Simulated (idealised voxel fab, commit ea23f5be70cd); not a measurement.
process module | voxel released beams
cross-section cut | 175 nm wide | cells 5 nm
A cross-section is a grid of square cells, given in bands from the top down. A band is one or more rows of cells.
Each band's line starts with the height of the band's top and of its bottom, in nm. Then come its materials from left to right, each with its width in nm. One material with "throughout" fills the band from edge to edge. "air" is empty space.
Height 0 is the level under which the wafer as received is all one material. The lowest band goes on downwards, as in "0 down".
A width such as "30 to 40" changes by the same amount from each row of cells to the next, from the band's top row to its bottom row.
"no change" after a step means that no cell of the cross-section changed.
closed voids: empty space of 8 cells or more with no open way to the top, each as width x height at its distance from the left edge, in nm
after a step's settings: what the simulator itself notes on the step
overlay nm, on a step with a mask: how far to the right of its planned place the mask lay; to the left if negative
plan
1 op RECEIVE | material Si
2 op CONFORMAL_DEP | material SiN | thk nm 10
3 op DIRECTIONAL_DEP | material SiO2 | thk nm 20
4 op MASKED_ETCH | tone open | mask id ANCHOR | width nm 35 | etch materials SiO2 | depth nm 20 | overlay nm 0
5 op CONFORMAL_DEP | material W | thk nm 10
6 op MASKED_ETCH | tone cover | mask id BEAM | width nm 110 | etch materials W | depth nm 10 | overlay nm 0
7 op STRIP | etch materials SiO2
as received, after step 1
  0 down: Si throughout
  closed voids: none
first wafer at the end, as planned
  40 to 30: air 30 | W 15 | air 15 | W 80 | air 35
  30 to 20: air 35 | W 10 | air 15 | W 10 | air 105
  20 to 10: air 35 | W 35 | air 105
  10 to 0: SiN throughout
  0 down: Si throughout
  closed voids: none
second wafer at the end: like start, like plan, one mistake
  40 to 30: air 30 | W 110 | air 35
  30 to 20: SiN throughout
  20 to 0: SiO2 throughout
  0 down: Si throughout
  closed voids: none
what went wrong: steps 2 and 3 were swapped
at the end the second wafer has, in cells: 140 more of SiO2 | 16 fewer of W
